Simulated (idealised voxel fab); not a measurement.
Herein follows the process module entitled voxel wiring stack.
We display cut, a cross-section 280 nm in width whose square cells are each 5 nm.
Heads up, the way a cross-section reads in here is a grid of square cells, handed over as bands from the top down, with every band being one or more rows of cells.
Within each band entry, the heights of the top and of the bottom of the band appear first, in that order and in nm; the materials of the band then follow from left to right, each with its corresponding width in nm. The designation "everywhere" on a single material indicates that it fills the band from edge to edge; the designation "empty" indicates empty space.
Height 0 is the level under which the wafer as received is all one material. The lowest band goes on downwards, as in "top 0, no bottom".
Width "30..40": first value at the band's top row of cells, second value at its bottom row, equal change from row to row.
You'll sometimes find "nothing altered" written for a step, and that's the way of saying that nowhere in the cross-section did a cell change during that step.
"Fully closed voids" means: voids of 8 cells or more that are shut off from the top with no open way through. Written width x height at distance, distance from the left edge, in nm.
Heads up: the bit after the settings on a step's line is the simulator's remark on that step.
If you see "overlay nm" on a step's line and that step has a mask, it's telling you how far right of where it was planned the mask ended up; a negative number means it went left instead.
# So here's the lineup of process steps we planned
| 1 | RECEIVE with material Si |
| 2 | CONFORMAL_DEP with material SiO2, thk nm 10 |
| 3 | DIRECTIONAL_DEP with material TiN, thk nm 5 |
| 4 | DIRECTIONAL_DEP with material W, thk nm 15 |
| 5 | MASKED_ETCH with tone cover, mask id METAL_1, width nm 25, pitch nm 40, etch materials W, depth nm 15, overlay nm 0 |
| 6 | MASKED_ETCH with tone cover, mask id METAL_1, width nm 25, pitch nm 40, etch materials TiN, depth nm 5, overlay nm 0 |
| 7 | CONFORMAL_DEP with material SiCN, thk nm 5 |
| 8 | FILL_DEP with material SiO2, thk nm 5 |
| 9 | CMP with height nm 30 |
| 10 | CONFORMAL_DEP with material SiCN, thk nm 5 |
| 11 | DIRECTIONAL_DEP with material SiO2, thk nm 20 |
| 12 | DIRECTIONAL_DEP with material aC, thk nm 15 |
| 13 | PATTERN with tone open, mask id PLUG_1, material resist, width nm 15, pitch nm 40, thk nm 35, overlay nm 0 |
| 14 | DIRECTIONAL_ETCH with etch materials aC, depth nm 15 |
| 15 | STRIP with etch materials resist |
| 16 | DIRECTIONAL_ETCH with etch materials SiO2, depth nm 20 |
| 17 | DIRECTIONAL_ETCH with etch materials SiCN, depth nm 5 |
| 18 | STRIP with etch materials aC |
| 19 | CONFORMAL_DEP with material TiN, thk nm 5 |
| 20 | FILL_DEP with material Cu, thk nm 5 |
| 21 | CMP with height nm 55 |
| 22 | DIRECTIONAL_DEP with material TiN, thk nm 5 |
| 23 | DIRECTIONAL_DEP with material W, thk nm 15 |
| 24 | DIRECTIONAL_DEP with material aC, thk nm 15 |
| 25 | PATTERN with tone cover, mask id METAL_2, material resist, width nm 25, pitch nm 40, thk nm 35, overlay nm 0 |
| 26 | DIRECTIONAL_ETCH with etch materials aC, depth nm 15 |
| 27 | STRIP with etch materials resist |
| 28 | DIRECTIONAL_ETCH with etch materials W, depth nm 15 |
| 29 | DIRECTIONAL_ETCH with etch materials TiN, depth nm 5 |
| 30 | STRIP with etch materials aC |
| 31 | CONFORMAL_DEP with material SiN, thk nm 5 |
| 32 | FILL_DEP with material SiO2, thk nm 5 |
| 33 | CMP with height nm 75 |
| 34 | CONFORMAL_DEP with material SiCN, thk nm 5 |
| 35 | DIRECTIONAL_DEP with material lowk, thk nm 30 |
| 36 | MASKED_ETCH with tone open, mask id METAL_3, width nm 25, pitch nm 40, etch materials lowk, depth nm 20, overlay nm 0 |
| 37 | DIRECTIONAL_DEP with material aC, thk nm 15 |
| 38 | PATTERN with tone open, mask id METAL_3_HOLES, material resist, width nm 15, pitch nm 40, thk nm 35, overlay nm 0 |
| 39 | DIRECTIONAL_ETCH with etch materials aC, depth nm 15 |
| 40 | STRIP with etch materials resist |
| 41 | DIRECTIONAL_ETCH with etch materials lowk, depth nm 10 |
| 42 | DIRECTIONAL_ETCH with etch materials SiCN, depth nm 5 |
| 43 | STRIP with etch materials aC |
| 44 | CONFORMAL_DEP with material TiN, thk nm 5 |
| 45 | FILL_DEP with material Cu, thk nm 10 |
| 46 | CMP with height nm 100 |
| 47 | CONFORMAL_DEP with material SiCN, thk nm 5 |
| 48 | DIRECTIONAL_DEP with material SiO2, thk nm 15 |
| 49 | DIRECTIONAL_DEP with material aC, thk nm 15 |
| 50 | PATTERN with tone open, mask id PLUG_3, material resist, width nm 15, thk nm 30, overlay nm 0 |
| 51 | DIRECTIONAL_ETCH with etch materials aC, depth nm 15 |
| 52 | STRIP with etch materials resist |
| 53 | DIRECTIONAL_ETCH with etch materials SiO2, depth nm 15 |
| 54 | DIRECTIONAL_ETCH with etch materials SiCN, depth nm 5 |
| 55 | STRIP with etch materials aC |
| 56 | CONFORMAL_DEP with material TiN, thk nm 5 |
| 57 | FILL_DEP with material Ru, thk nm 5 |
| 58 | CMP with height nm 130 |
| 59 | DIRECTIONAL_DEP with material TiN, thk nm 5 |
| 60 | DIRECTIONAL_DEP with material Ru, thk nm 25 |
| 61 | DIRECTIONAL_DEP with material aC, thk nm 10 |
| 62 | PATTERN with tone cover, mask id METAL_4, material resist, width nm 25, pitch nm 40, thk nm 25, overlay nm 0 |
| 63 | DIRECTIONAL_ETCH with etch materials aC, depth nm 10 |
| 64 | STRIP with etch materials resist |
| 65 | DIRECTIONAL_ETCH with etch materials Ru, depth nm 25 |
| 66 | DIRECTIONAL_ETCH with etch materials TiN, depth nm 5 |
| 67 | STRIP with etch materials aC |
| 68 | CONFORMAL_DEP with material SiN, thk nm 5 |
| 69 | FILL_DEP with material lowk, thk nm 10 |
| 70 | CMP with height nm 160 |
| 71 | CONFORMAL_DEP with material SiCN, thk nm 5 |
For clarity, it should be stated that the wafers under discussion commence in an identical condition and differ with respect to the height nm of step 46, the plan indicating the value that the first wafer had.
# As received, i.e. after step 1: cross-section through the first of several wafers
* top 0, no bottom = Si everywhere
* Fully closed voids: none
# Cross-section, first of several wafers, end of module, after last step 71
* top 165, bottom 160 = SiCN everywhere
* top 160, bottom 135 = lowk 100  SiN 5  Ru 25  SiN 5  lowk 5  SiN 5  Ru 25  SiN 5  lowk 105
* top 135, bottom 130 = SiN 105  TiN 25  SiN 15  TiN 25  SiN 110
* top 130, bottom 125 = Ru everywhere
* top 125, bottom 120 = TiN 110  Ru 5  TiN 165
* top 120, bottom 105 = SiO2 105  TiN 5  Ru 5  TiN 5  SiO2 160
* top 105, bottom 100 = SiCN 105  TiN 15  SiCN 160
* top 100, bottom 90 = lowk 105  TiN 5  Cu 15..5  TiN 5..15  lowk 15  TiN 5  Cu 15..5  TiN 5..15  lowk 110
* top 90, bottom 80 = lowk 105  TiN 5  Cu 5  TiN 5  lowk 25  TiN 5  Cu 5  TiN 5  lowk 120
* top 80, bottom 75 = SiCN 105  TiN 15  SiCN 25  TiN 15  SiCN 120
* top 75, bottom 60 = SiO2 100  SiN 5  W 25  SiN 5  SiO2 5  SiN 5  W 25  SiN 5  SiO2 105
* top 60, bottom 55 = SiN 105  TiN 25  SiN 15  TiN 25  SiN 110
* top 55, bottom 35 = SiO2 105  TiN 5  Cu 5  TiN 5  SiO2 25  TiN 5  Cu 5  TiN 5  SiO2 120
* top 35, bottom 30 = SiCN 105  TiN 15  SiCN 25  TiN 15  SiCN 120
* top 30, bottom 15 = SiO2 100  SiCN 5  W 25  SiCN 5  SiO2 5  SiCN 5  W 25  SiCN 5  SiO2 105
* top 15, bottom 10 = SiCN 105  TiN 25  SiCN 15  TiN 25  SiCN 110
* top 10, bottom 0 = SiO2 everywhere
* top 0, no bottom = Si everywhere
* Fully closed voids: none
# Of the several wafers, the last: cross-section at the end of the module
* top 165, bottom 160 = SiCN everywhere
* top 160, bottom 135 = lowk 100  SiN 5  Ru 25  SiN 5  lowk 5  SiN 5  Ru 25  SiN 5  lowk 105
* top 135, bottom 130 = SiN 105  TiN 25  SiN 15  TiN 25  SiN 110
* top 130, bottom 125 = SiCN 105  TiN 15  SiCN 160
* top 125, bottom 115 = Cu everywhere
* top 115, bottom 110 = TiN 110  Cu 15  TiN 25  Cu 15  TiN 115
* top 110, bottom 95 = lowk 105  TiN 5  Cu 15  TiN 5  lowk 15  TiN 5  Cu 15  TiN 5  lowk 110
* top 95, bottom 90 = lowk 105  TiN 5  Cu 5  TiN 15  lowk 15  TiN 5  Cu 5  TiN 15  lowk 110
* top 90, bottom 80 = lowk 105  TiN 5  Cu 5  TiN 5  lowk 25  TiN 5  Cu 5  TiN 5  lowk 120
* top 80, bottom 75 = SiCN 105  TiN 15  SiCN 25  TiN 15  SiCN 120
* top 75, bottom 60 = SiO2 100  SiN 5  W 25  SiN 5  SiO2 5  SiN 5  W 25  SiN 5  SiO2 105
* top 60, bottom 55 = SiN 105  TiN 25  SiN 15  TiN 25  SiN 110
* top 55, bottom 35 = SiO2 105  TiN 5  Cu 5  TiN 5  SiO2 25  TiN 5  Cu 5  TiN 5  SiO2 120
* top 35, bottom 30 = SiCN 105  TiN 15  SiCN 25  TiN 15  SiCN 120
* top 30, bottom 15 = SiO2 100  SiCN 5  W 25  SiCN 5  SiO2 5  SiCN 5  W 25  SiCN 5  SiO2 105
* top 15, bottom 10 = SiCN 105  TiN 25  SiCN 15  TiN 25  SiCN 110
* top 10, bottom 0 = SiO2 everywhere
* top 0, no bottom = Si everywhere
* Fully closed voids: none
# Basically each wafer gets a line in the table, showing it at the end of the module: material by material, the cells it gained (+) or lost (-) since we got it, then its closed voids
height nm 100, +20 Cu, +110 Ru, +267 SiCN, +124 SiN, +723 SiO2, +142 TiN, +60 W, +402 lowk, Fully closed voids: none
height nm 105, +26 Cu, +54 Ru, +267 SiCN, +124 SiN, +723 SiO2, +146 TiN, +60 W, +448 lowk, Fully closed voids: none
height nm 110, +32 Cu, +53 Ru, +267 SiCN, +124 SiN, +723 SiO2, +95 TiN, +60 W, +494 lowk, Fully closed voids: none
height nm 115, +38 Cu, +52 Ru, +267 SiCN, +124 SiN, +670 SiO2, +143 TiN, +60 W, +494 lowk, Fully closed voids: none
height nm 120, +94 Cu, +51 Ru, +267 SiCN, +124 SiN, +617 SiO2, +141 TiN, +60 W, +494 lowk, Fully closed voids: none
height nm 125, +150 Cu, +50 Ru, +267 SiCN, +124 SiN, +564 SiO2, +139 TiN, +60 W, +494 lowk, Fully closed voids: none
